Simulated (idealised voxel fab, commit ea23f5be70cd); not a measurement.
This is a process module. Its name is voxel transistor to metal.
It is cross-section cut that appears here, measuring 150 nm in width, its square cells being 5 nm in size.
Throughout this document, each cross-section is represented as a grid of square cells and is presented as a sequence of bands enumerated from the top downward, where a band comprises one or more rows of cells.
The entry gives the band's vertical extent as a top height and a bottom height in nm, then its horizontal make-up as materials from left to right, each with a width in nm. "empty" stands for empty space; a single material marked "full width" fills the band edge to edge.
Zero point of the height axis is 0; under it, received wafer = one material. Lowest band: continues down indefinitely, "0 nm and below".
The width entry "30->40" should be interpreted row by row: the top row of cells in the band takes the first number, the bottom row takes the second number, and the change between adjacent rows is uniform throughout.
What does "no change" mean for a step? It means no cell of the cross-section changed in that step.
Any empty space of 8 cells or more lacking an open way to the top shows up in "Completely enclosed voids" as width x height at distance, distance from the left edge, in nm.
after a step's settings: what the simulator itself notes on the step
On any step carrying a mask, the "overlay nm" setting, if present on the step's line, tells how far right of its planned place the mask lay; negative values point to the left.
Process steps - plan:
- 1: op RECEIVE | material Si
- 2: op CONFORMAL_DEP | material SiO2 | thk nm 5
- 3: op CONFORMAL_DEP | material SiN | thk nm 15
- 4: op DIRECTIONAL_DEP | material aC | thk nm 15
- 5: op PATTERN | tone cover | mask id ACTIVE | material resist | width nm 95 | thk nm 30 | overlay nm 0
- 6: op DIRECTIONAL_ETCH | etch materials aC | depth nm 15
- 7: op STRIP | etch materials resist
- 8: op DIRECTIONAL_ETCH | etch materials SiN | depth nm 15
- 9: op DIRECTIONAL_ETCH | etch materials SiO2 | depth nm 5
- 10: op DIRECTIONAL_ETCH | etch materials Si | depth nm 30
- 11: op STRIP | etch materials aC
- 12: op FILL_DEP | material SiO2 | thk nm 10
- 13: op CMP | height nm 20
- 14: op SELECTIVE_ETCH | etch materials SiO2 | depth nm 10
- 15: op STRIP | etch materials SiN
- 16: op SELECTIVE_ETCH | etch materials SiO2 | depth nm 5
- 17: op OXIDIZE | depth nm 5
- 18: op DIRECTIONAL_DEP | material polySi | thk nm 25
- 19: op DIRECTIONAL_DEP | material SiCN | thk nm 15
- 20: op PATTERN | tone cover | mask id GATE | material resist | width nm 15 | thk nm 15 | overlay nm 0
- 21: op DIRECTIONAL_ETCH | etch materials SiCN | depth nm 25
- 22: op DIRECTIONAL_ETCH | etch materials polySi | depth nm 35
- 23: op STRIP | etch materials resist
- 24: op CONFORMAL_DEP | material SiN | thk nm 10
- 25: op DIRECTIONAL_ETCH | etch materials SiN | depth nm 10
- 26: op DIRECTIONAL_ETCH | etch materials SiO2 | depth nm 5
- 27: op EPI | material SiGe | thk nm 5
- 28: op FILL_DEP | material SiO2 | thk nm 10
- 29: op CMP | height nm 40
- 30: op DIRECTIONAL_DEP | material SiO2 | thk nm 15
- 31: op MASKED_ETCH | tone open | mask id CONTACT | width nm 20 | pitch nm 65 | etch materials SiO2 | depth nm 55 | overlay nm 0
- 32: op CONFORMAL_DEP | material TiN | thk nm 5
- 33: op FILL_DEP | material W | thk nm 10
- 34: op CMP | height nm 55
- 35: op CONFORMAL_DEP | material SiCN | thk nm 5
- 36: op DIRECTIONAL_DEP | material SiO2 | thk nm 25
- 37: op DIRECTIONAL_DEP | material aC | thk nm 10
- 38: op PATTERN | tone open | mask id METAL_1 | material resist | width nm 20 | pitch nm 65 | thk nm 25 | overlay nm -15
- 39: op DIRECTIONAL_ETCH | etch materials aC | depth nm 10
- 40: op STRIP | etch materials resist
- 41: op DIRECTIONAL_ETCH | etch materials SiO2 | depth nm 25
- 42: op DIRECTIONAL_ETCH | etch materials SiCN | depth nm 5
- 43: op STRIP | etch materials aC
- 44: op CONFORMAL_DEP | material TiN | thk nm 5
- 45: op FILL_DEP | material Cu | thk nm 10
- 46: op CMP | height nm 85
- 47: op EPI | material Ru | thk nm 5
- 48: op FILL_DEP | material SiCN | thk nm 5
- 49: op DIRECTIONAL_DEP | material SiO2 | thk nm 25
- 50: op PATTERN | tone open | mask id METAL_2 | material resist | width nm 20 | pitch nm 65 | thk nm 20 | overlay nm 0
- 51: op DIRECTIONAL_ETCH | etch materials SiO2 | depth nm 15
- 52: op STRIP | etch materials resist
- 53: op DIRECTIONAL_DEP | material aC | thk nm 10
- 54: op PATTERN | tone open | mask id METAL_2_HOLES | material resist | width nm 15 | pitch nm 65 | thk nm 30 | overlay nm 0
- 55: op DIRECTIONAL_ETCH | etch materials aC | depth nm 10
- 56: op STRIP | etch materials resist
- 57: op DIRECTIONAL_ETCH | etch materials SiO2 | depth nm 10
- 58: op DIRECTIONAL_ETCH | etch materials SiCN | depth nm 5
- 59: op STRIP | etch materials aC
- 60: op CONFORMAL_DEP | material TiN | thk nm 5
- 61: op FILL_DEP | material Cu | thk nm 5
- 62: op CMP | height nm 120
- 63: op CONFORMAL_DEP | material SiN | thk nm 5
All wafers enter the flow in the same state. The overlay nm at step 38 differs from wafer to wafer, and the plan gives the value for the first wafer.
As-received cross-section, first of several wafers, post step 1:
    0 nm and below = Si full width
    Completely enclosed voids: none
Wafer rows, end of module: cells per material gained (+) or lost (-) since receipt; closed voids last:
overlay nm -15; +34 Cu; +12 Ru; -85 Si; +73 SiCN; +10 SiGe; +66 SiN; +481 SiO2; +104 TiN; +40 W; +15 polySi; Completely enclosed voids: none
overlay nm -10; +34 Cu; +12 Ru; -85 Si; +73 SiCN; +10 SiGe; +66 SiN; +481 SiO2; +104 TiN; +40 W; +15 polySi; Completely enclosed voids: none
overlay nm -5; +34 Cu; +12 Ru; -85 Si; +73 SiCN; +10 SiGe; +66 SiN; +481 SiO2; +104 TiN; +40 W; +15 polySi; Completely enclosed voids: none
overlay nm 0; +34 Cu; +12 Ru; -85 Si; +73 SiCN; +10 SiGe; +66 SiN; +481 SiO2; +104 TiN; +40 W; +15 polySi; Completely enclosed voids: none
overlay nm 5; +34 Cu; +12 Ru; -85 Si; +73 SiCN; +10 SiGe; +66 SiN; +481 SiO2; +104 TiN; +40 W; +15 polySi; Completely enclosed voids: none
overlay nm 10; +34 Cu; +12 Ru; -85 Si; +73 SiCN; +10 SiGe; +66 SiN; +481 SiO2; +104 TiN; +40 W; +15 polySi; Completely enclosed voids: none
overlay nm 15; +34 Cu; +12 Ru; -85 Si; +73 SiCN; +10 SiGe; +66 SiN; +481 SiO2; +104 TiN; +40 W; +15 polySi; Completely enclosed voids: none
